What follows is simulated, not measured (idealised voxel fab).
Title: Process Module voxel plated lines
Square cells of 5 nm make up the cross-section cut, whose width is 195 nm.
Throughout this document, each cross-section is represented as a grid of square cells and is presented as a sequence of bands enumerated from the top downward, where a band comprises one or more rows of cells. Heights first: top, then bottom, in nm. Then materials, left to right, each with a width in nm. "throughout" on a single material: fills the band edge to edge. "air": empty space. Heads up on the height convention: 0 is the point under which the incoming wafer is all one material, and the lowest band has no bottom, it just keeps going down, like "0 and below". Per-row width for "30 to 40": begins at first number (top row of band), ends at second number (bottom row), increment between rows held constant. It should be understood that the words "no alterations made", when stated for a given step, signify that the cross-section underwent no change in any of its cells during that step. The entry titled "Sealed void listing" provides the empty spaces that have no open way to the top, restricted to those of 8 cells or more. Each is presented as width x height at distance, the distance being measured from the left edge, with all three in nm. Post-settings text on a step line: simulator's own remark regarding the step. When a step includes a mask, the "overlay nm" setting on its line states how far to the right of its planned place that mask lay, and negative values state how far to the left.
## Process steps - plan
- 1: RECEIVE: material Si
- 2: CONFORMAL_DEP: material SiN, thk nm 10
- 3: DIRECTIONAL_DEP: material TiN, thk nm 5
- 4: PATTERN: tone open, mask id LINES, material resist, width nm 20, pitch nm 40, thk nm 15, overlay nm 0
- 5: EPI: material Ru, thk nm 5
- 6: STRIP: etch materials resist
- 7: DIRECTIONAL_ETCH: etch materials TiN, depth nm 5
- 8: CONFORMAL_DEP: material SiCN, thk nm 10
## first wafer, as planned
## Cross-sectional view of the wafer in its as-received condition, corresponding to the state after step 1
    0 and below | Si throughout
    Sealed void listing: none
## Wafer xsec, post step 2
    10 down to 0 | SiN throughout
    Everything under 0 stays put, no change at all.
## Wafer xsec, post step 3
    15 down to 10 | TiN throughout
    Everything under 10 stays put, no change at all.
## Wafer xsec, post step 4
    30 down to 15 | resist: 45, then air: 20, then resist: 20, then air: 20, then resist: 20, then air: 20, then resist: 50
    Everything under 15 stays put, no change at all.
## Wafer xsec, post step 5
    30 down to 20 | resist: 45, then air: 20, then resist: 20, then air: 20, then resist: 20, then air: 20, then resist: 50
    20 down to 15 | resist: 45, then Ru: 20, then resist: 20, then Ru: 20, then resist: 20, then Ru: 20, then resist: 50
    Everything under 15 stays put, no change at all.
## Wafer xsec, post step 6
    20 down to 15 | air: 45, then Ru: 20, then air: 20, then Ru: 20, then air: 20, then Ru: 20, then air: 50
    Everything under 15 stays put, no change at all.
## Wafer xsec, post step 7
    20 down to 15 | air: 45, then Ru: 20, then air: 20, then Ru: 20, then air: 20, then Ru: 20, then air: 50
    15 down to 10 | air: 45, then TiN: 20, then air: 20, then TiN: 20, then air: 20, then TiN: 20, then air: 50
    Everything under 10 stays put, no change at all.
## Wafer xsec, post step 8
    30 down to 20 | air: 35, then SiCN: 120, then air: 40
    20 down to 15 | SiCN: 45, then Ru: 20, then SiCN: 20, then Ru: 20, then SiCN: 20, then Ru: 20, then SiCN: 50
    15 down to 10 | SiCN: 45, then TiN: 20, then SiCN: 20, then TiN: 20, then SiCN: 20, then TiN: 20, then SiCN: 50
    Everything under 10 stays put, no change at all.
## Wafer two: like wafer one in start and plan, but with one mistake in execution; identical up to and including step 3
## Second wafer, sectioned view, at step 4's planned end time
    30 down to 15 | air: 45, then resist: 20, then air: 20, then resist: 20, then air: 20, then resist: 20, then air: 50
    Everything under 15 stays put, no change at all.
## Second wafer, sectioned view, at step 5's planned end time
    30 down to 20 | air: 45, then resist: 20, then air: 20, then resist: 20, then air: 20, then resist: 20, then air: 50
    20 down to 15 | Ru: 45, then resist: 20, then Ru: 20, then resist: 20, then Ru: 20, then resist: 20, then Ru: 50
    Everything under 15 stays put, no change at all.
## Second wafer, sectioned view, at step 6's planned end time
    20 down to 15 | Ru: 45, then air: 20, then Ru: 20, then air: 20, then Ru: 20, then air: 20, then Ru: 50
    Everything under 15 stays put, no change at all.
## Second wafer, sectioned view, at step 7's planned end time
    20 down to 15 | Ru: 45, then air: 20, then Ru: 20, then air: 20, then Ru: 20, then air: 20, then Ru: 50
    15 down to 10 | TiN: 45, then air: 20, then TiN: 20, then air: 20, then TiN: 20, then air: 20, then TiN: 50
    Everything under 10 stays put, no change at all.
## Second wafer, sectioned view, at step 8's planned end time
    30 down to 20 | SiCN throughout
    20 down to 15 | Ru: 45, then SiCN: 20, then Ru: 20, then SiCN: 20, then Ru: 20, then SiCN: 20, then Ru: 50
    15 down to 10 | TiN: 45, then SiCN: 20, then TiN: 20, then SiCN: 20, then TiN: 20, then SiCN: 20, then TiN: 50
    Everything under 10 stays put, no change at all.
Processing error: step 4 went in with a setting other than planned; the actual run was PATTERN: tone cover, mask id LINES, material resist, width nm 20, pitch nm 40, thk nm 15, overlay nm 0
Heads up, by the end the second wafer has more or fewer cells of some materials compared to the first: 15 more of Ru, 15 more of TiN
